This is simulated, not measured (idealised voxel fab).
process module | voxel double patterning
cross-section cut | 205 nm wide | cells 5 nm
A cross-section is a grid of square cells, given in bands from the top down. A band is one or more rows of cells.
Each band's line starts with the height of the band's top and of its bottom, in nm. Then come its materials from left to right, each with its width in nm. One material with "throughout" fills the band from edge to edge. "air" is empty space.
Height 0 is the level under which the wafer as received is all one material. The lowest band goes on downwards, as in "0 down".
A width such as "30 to 40" changes by the same amount from each row of cells to the next, from the band's top row to its bottom row.
"no change" after a step means that no cell of the cross-section changed.
closed voids: empty space of 8 cells or more with no open way to the top, each as width x height at its distance from the left edge, in nm
after a step's settings: what the simulator itself notes on the step
overlay nm, on a step with a mask: how far to the right of its planned place the mask lay; to the left if negative
plan
1 op RECEIVE | material Si
2 op CONFORMAL_DEP | material SiO2 | thk nm 5
3 op DIRECTIONAL_DEP | material W | thk nm 10
4 op DIRECTIONAL_DEP | material SiN | thk nm 10
5 op PATTERN | tone open | mask id FIRST | material resist | width nm 15 | pitch nm 50 | thk nm 15 | overlay nm 0
6 op DIRECTIONAL_ETCH | etch materials SiN | depth nm 10
7 op STRIP | etch materials resist
8 op MASKED_ETCH | tone open | mask id SECOND | width nm 15 | etch materials SiN | depth nm 10 | overlay nm 0
9 op DIRECTIONAL_ETCH | etch materials W | depth nm 10
10 op STRIP | etch materials SiN
first wafer, as planned
as received, after step 1
  0 down: Si throughout
  closed voids: none
after step 2
  5 to 0: SiO2 throughout
  below 0: unchanged
after step 3
  15 to 5: W throughout
  below 5: unchanged
after step 4
  25 to 15: SiN throughout
  below 15: unchanged
after step 5
  40 to 25: resist 70 | air 15 | resist 35 | air 15 | resist 70
  below 25: unchanged
after step 6
  40 to 25: resist 70 | air 15 | resist 35 | air 15 | resist 70
  25 to 15: SiN 70 | air 15 | SiN 35 | air 15 | SiN 70
  below 15: unchanged
after step 7
  25 to 15: SiN 70 | air 15 | SiN 35 | air 15 | SiN 70
  below 15: unchanged
after step 8
  25 to 15: SiN 70 | air 15 | SiN 10 | air 15 | SiN 10 | air 15 | SiN 70
  below 15: unchanged
after step 9
  25 to 15: SiN 70 | air 15 | SiN 10 | air 15 | SiN 10 | air 15 | SiN 70
  15 to 5: W 70 | air 15 | W 10 | air 15 | W 10 | air 15 | W 70
  below 5: unchanged
after step 10
  15 to 5: W 70 | air 15 | W 10 | air 15 | W 10 | air 15 | W 70
  below 5: unchanged
second wafer: like start, like plan, one mistake. Through step 2 it matches the first wafer
when step 3 should have ended
  10 to 5: W throughout
  below 5: unchanged
when step 4 should have ended
  20 to 10: SiN throughout
  below 10: unchanged
when step 5 should have ended
  35 to 20: resist 70 | air 15 | resist 35 | air 15 | resist 70
  below 20: unchanged
when step 6 should have ended
  35 to 20: resist 70 | air 15 | resist 35 | air 15 | resist 70
  20 to 10: SiN 70 | air 15 | SiN 35 | air 15 | SiN 70
  below 10: unchanged
when step 7 should have ended
  20 to 10: SiN 70 | air 15 | SiN 35 | air 15 | SiN 70
  below 10: unchanged
when step 8 should have ended
  20 to 10: SiN 70 | air 15 | SiN 10 | air 15 | SiN 10 | air 15 | SiN 70
  below 10: unchanged
when step 9 should have ended
  20 to 10: SiN 70 | air 15 | SiN 10 | air 15 | SiN 10 | air 15 | SiN 70
  10 to 5: W 70 | air 15 | W 10 | air 15 | W 10 | air 15 | W 70
  below 5: unchanged
when step 10 should have ended
  10 to 5: W 70 | air 15 | W 10 | air 15 | W 10 | air 15 | W 70
  below 5: unchanged
what went wrong: step 3 ran as: op DIRECTIONAL_DEP | material W | thk nm 5
at the end the second wafer has, in cells: 32 fewer of W
